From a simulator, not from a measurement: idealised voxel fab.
This section sets out a process module, namely voxel double patterning.
Pictured: cross-section cut, 160 nm wide, on a grid of 5 nm square cells.
This document writes a cross-section as a grid whose cells are square, and gives it as bands, listed from the top down; one or more rows of cells form a band.
Each band's line starts with the height of the band's top and of its bottom, in nm. Then come its materials from left to right, each with its width in nm. One material with "full width" fills the band from edge to edge. "empty" is empty space.
Height reference: 0 = level under which incoming wafer is all one material. Lowest band: no bottom, runs on downward, e.g. "0 nm and below".
Width: "30->40" (first number = top row, second number = bottom row, same change from row to row of cells).
Basically "no change occurred" means that step didn't change any cell in the cross-section.
Entry "Unvented voids". Content: empty spaces with no open connection to the top, size 8 cells or greater. Each: width x height at distance. Distance: from left edge. Unit: nm.
Note: text after step settings on the step line = simulator remark on that step.
The optional step-line setting "overlay nm" applies to steps with a mask and quantifies how far to the right of its planned location the mask lay, a negative value indicating leftward placement.
THE PLANNED PROCESS STEPS ARE ENUMERATED HEREUNDER
1 RECEIVE: material Si
2 CONFORMAL_DEP: material SiO2, thk nm 5
3 DIRECTIONAL_DEP: material TiN, thk nm 10
4 DIRECTIONAL_DEP: material SiCN, thk nm 5
5 PATTERN: tone open, mask id FIRST, material resist, width nm 15, pitch nm 50, thk nm 20, overlay nm 0
6 DIRECTIONAL_ETCH: etch materials SiCN, depth nm 5
7 STRIP: etch materials resist
8 PATTERN: tone open, mask id SECOND, material resist, width nm 15, thk nm 20, overlay nm 0
9 DIRECTIONAL_ETCH: etch materials SiCN, depth nm 5
10 STRIP: etch materials resist
11 DIRECTIONAL_ETCH: etch materials TiN, depth nm 10
12 STRIP: etch materials SiCN
FIRST OF TWO WAFERS: RUN AS PLANNED
THIS IS THE CROSS-SECTION OF THE WAFER AS WE RECEIVED IT, I.E. AFTER STEP 1
	0 nm and below  Si full width
	Unvented voids: none
AFTER STEP 2
	5 nm to 0 nm  SiO2 full width
	Beneath the level 0, the cross-section is identical to its previous state.
AFTER STEP 3
	15 nm to 5 nm  TiN full width
	Beneath the level 5, the cross-section is identical to its previous state.
AFTER STEP 4
	20 nm to 15 nm  SiCN full width
	Beneath the level 15, the cross-section is identical to its previous state.
AFTER STEP 5
	40 nm to 20 nm  45 of resist / 15 of empty / 35 of resist / 15 of empty / 50 of resist
	Beneath the level 20, the cross-section is identical to its previous state.
AFTER STEP 6
	40 nm to 20 nm  45 of resist / 15 of empty / 35 of resist / 15 of empty / 50 of resist
	20 nm to 15 nm  45 of SiCN / 15 of empty / 35 of SiCN / 15 of empty / 50 of SiCN
	Beneath the level 15, the cross-section is identical to its previous state.
AFTER STEP 7
	20 nm to 15 nm  45 of SiCN / 15 of empty / 35 of SiCN / 15 of empty / 50 of SiCN
	Beneath the level 15, the cross-section is identical to its previous state.
AFTER STEP 8
	40 nm to 20 nm  70 of resist / 15 of empty / 75 of resist
	20 nm to 15 nm  45 of SiCN / 15 of resist / 35 of SiCN / 15 of resist / 50 of SiCN
	Beneath the level 15, the cross-section is identical to its previous state.
AFTER STEP 9
	40 nm to 20 nm  70 of resist / 15 of empty / 75 of resist
	20 nm to 15 nm  45 of SiCN / 15 of resist / 10 of SiCN / 15 of empty / 10 of SiCN / 15 of resist / 50 of SiCN
	Beneath the level 15, the cross-section is identical to its previous state.
AFTER STEP 10
	20 nm to 15 nm  45 of SiCN / 15 of empty / 10 of SiCN / 15 of empty / 10 of SiCN / 15 of empty / 50 of SiCN
	Beneath the level 15, the cross-section is identical to its previous state.
AFTER STEP 11
	20 nm to 15 nm  45 of SiCN / 15 of empty / 10 of SiCN / 15 of empty / 10 of SiCN / 15 of empty / 50 of SiCN
	15 nm to 5 nm  45 of TiN / 15 of empty / 10 of TiN / 15 of empty / 10 of TiN / 15 of empty / 50 of TiN
	Beneath the level 5, the cross-section is identical to its previous state.
AFTER STEP 12
	15 nm to 5 nm  45 of TiN / 15 of empty / 10 of TiN / 15 of empty / 10 of TiN / 15 of empty / 50 of TiN
	Beneath the level 5, the cross-section is identical to its previous state.
NOW THE OTHER WAFER: SAME START, SAME RECIPE, BUT WE MESSED UP ONE THING WHEN RUNNING IT. UP TO AND INCLUDING STEP 2 IT'S THE SAME AS THE FIRST ONE
HERE IS THE SECOND WAFER IN CROSS-SECTION AT THE POINT WHERE STEP 3 OF THE PLAN SHOULD HAVE BEEN DONE
	20 nm to 5 nm  TiN full width
	Beneath the level 5, the cross-section is identical to its previous state.
HERE IS THE SECOND WAFER IN CROSS-SECTION AT THE POINT WHERE STEP 4 OF THE PLAN SHOULD HAVE BEEN DONE
	25 nm to 20 nm  SiCN full width
	Beneath the level 20, the cross-section is identical to its previous state.
HERE IS THE SECOND WAFER IN CROSS-SECTION AT THE POINT WHERE STEP 5 OF THE PLAN SHOULD HAVE BEEN DONE
	45 nm to 25 nm  45 of resist / 15 of empty / 35 of resist / 15 of empty / 50 of resist
	Beneath the level 25, the cross-section is identical to its previous state.
HERE IS THE SECOND WAFER IN CROSS-SECTION AT THE POINT WHERE STEP 6 OF THE PLAN SHOULD HAVE BEEN DONE
	45 nm to 25 nm  45 of resist / 15 of empty / 35 of resist / 15 of empty / 50 of resist
	25 nm to 20 nm  45 of SiCN / 15 of empty / 35 of SiCN / 15 of empty / 50 of SiCN
	Beneath the level 20, the cross-section is identical to its previous state.
HERE IS THE SECOND WAFER IN CROSS-SECTION AT THE POINT WHERE STEP 7 OF THE PLAN SHOULD HAVE BEEN DONE
	25 nm to 20 nm  45 of SiCN / 15 of empty / 35 of SiCN / 15 of empty / 50 of SiCN
	Beneath the level 20, the cross-section is identical to its previous state.
HERE IS THE SECOND WAFER IN CROSS-SECTION AT THE POINT WHERE STEP 8 OF THE PLAN SHOULD HAVE BEEN DONE
	45 nm to 25 nm  70 of resist / 15 of empty / 75 of resist
	25 nm to 20 nm  45 of SiCN / 15 of resist / 35 of SiCN / 15 of resist / 50 of SiCN
	Beneath the level 20, the cross-section is identical to its previous state.
HERE IS THE SECOND WAFER IN CROSS-SECTION AT THE POINT WHERE STEP 9 OF THE PLAN SHOULD HAVE BEEN DONE
	45 nm to 25 nm  70 of resist / 15 of empty / 75 of resist
	25 nm to 20 nm  45 of SiCN / 15 of resist / 10 of SiCN / 15 of empty / 10 of SiCN / 15 of resist / 50 of SiCN
	Beneath the level 20, the cross-section is identical to its previous state.
HERE IS THE SECOND WAFER IN CROSS-SECTION AT THE POINT WHERE STEP 10 OF THE PLAN SHOULD HAVE BEEN DONE
	25 nm to 20 nm  45 of SiCN / 15 of empty / 10 of SiCN / 15 of empty / 10 of SiCN / 15 of empty / 50 of SiCN
	Beneath the level 20, the cross-section is identical to its previous state.
HERE IS THE SECOND WAFER IN CROSS-SECTION AT THE POINT WHERE STEP 11 OF THE PLAN SHOULD HAVE BEEN DONE
	25 nm to 20 nm  45 of SiCN / 15 of empty / 10 of SiCN / 15 of empty / 10 of SiCN / 15 of empty / 50 of SiCN
	20 nm to 10 nm  45 of TiN / 15 of empty / 10 of TiN / 15 of empty / 10 of TiN / 15 of empty / 50 of TiN
	Beneath the level 10, the cross-section is identical to its previous state.
HERE IS THE SECOND WAFER IN CROSS-SECTION AT THE POINT WHERE STEP 12 OF THE PLAN SHOULD HAVE BEEN DONE
	20 nm to 10 nm  45 of TiN / 15 of empty / 10 of TiN / 15 of empty / 10 of TiN / 15 of empty / 50 of TiN
	Beneath the level 10, the cross-section is identical to its previous state.
Diagnosis: it should be noted that step 3 was executed with settings other than those planned, the operation and settings actually applied being DIRECTIONAL_DEP: material TiN, thk nm 15
Final difference in cells, second wafer against first, listed per material as more or fewer: 32 more of TiN
